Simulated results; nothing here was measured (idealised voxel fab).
Name of the process module below: voxel lift off
Shown is cross-section cut, with a width of 170 nm and square cells of size 5 nm.
Notation: cross-section as square-cell grid; stated in bands, top first, going down; one or more cell rows per band.
Band: top height; bottom height; in nm. Then, left to right: material with width in nm, for each material. "everywhere": a single material spanning edge to edge. "air": empty space.
Convention: height 0 is the level below which the wafer, as received, is all one material. The lowest band does not terminate at the bottom but continues downward, represented as "0 and below".
The notation "30..40" denotes a width that varies across the rows of cells in the band, beginning at the first number in the top row, finishing at the second number in the bottom row, and changing by an identical amount from each row to the next.
When a step is marked "no modification", none of the cells in the cross-section changed during that step.
Each empty space that has no open way to the top and spans at least 8 cells appears under "Sealed cavities" as width x height at distance, the distance counted from the left edge, all in nm.
On each step's line, the part that comes after the settings is the simulator's own comment on the step.
For masked steps, "overlay nm" on the step line gives how far right of plan the mask actually lay; a minus sign means it lay to the left.
This section lists the process steps that were planned:
1) RECEIVE with material Si
2) CONFORMAL_DEP with material SiN, thk nm 5
3) PATTERN with tone open, mask id LINES, material resist, width nm 20, pitch nm 50, thk nm 25, overlay nm 0
4) DIRECTIONAL_DEP with material Ru, thk nm 10
5) STRIP with etch materials resist
6) CONFORMAL_DEP with material SiCN, thk nm 5
Incoming wafer in cross-section (state: after step 1):
	0 and below: Si everywhere
	Sealed cavities: none
First of two wafers at the end of the module, shown in cross-section; run carried out as planned:
	20 down to 15: 45 of air / 30 of SiCN / 20 of air / 30 of SiCN / 45 of air
	15 down to 10: 45 of air / 5 of SiCN / 20 of Ru / 5 of SiCN / 20 of air / 5 of SiCN / 20 of Ru / 5 of SiCN / 45 of air
	10 down to 5: 50 of SiCN / 20 of Ru / 30 of SiCN / 20 of Ru / 50 of SiCN
	5 down to 0: SiN everywhere
	0 and below: Si everywhere
	Sealed cavities: none
Wafer two, sectioned after the module: the first wafer's start, the first wafer's plan, and one mistake in how it was run:
	20 down to 15: 50 of air / 25 of SiCN / 25 of air / 25 of SiCN / 45 of air
	15 down to 10: 50 of air / 5 of SiCN / 15 of Ru / 5 of SiCN / 25 of air / 5 of SiCN / 15 of Ru / 5 of SiCN / 45 of air
	10 down to 5: 55 of SiCN / 15 of Ru / 35 of SiCN / 15 of Ru / 50 of SiCN
	5 down to 0: SiN everywhere
	0 and below: Si everywhere
	Sealed cavities: none
Heads up, the wafer didn't run the way we planned it: it should be noted that step 3 was executed with settings other than those planned, the operation and settings actually applied being PATTERN with tone open, mask id LINES, material resist, width nm 15, pitch nm 50, thk nm 25, overlay nm 0
Cell-count delta at end, second wafer over first, by material: 4 fewer of Ru
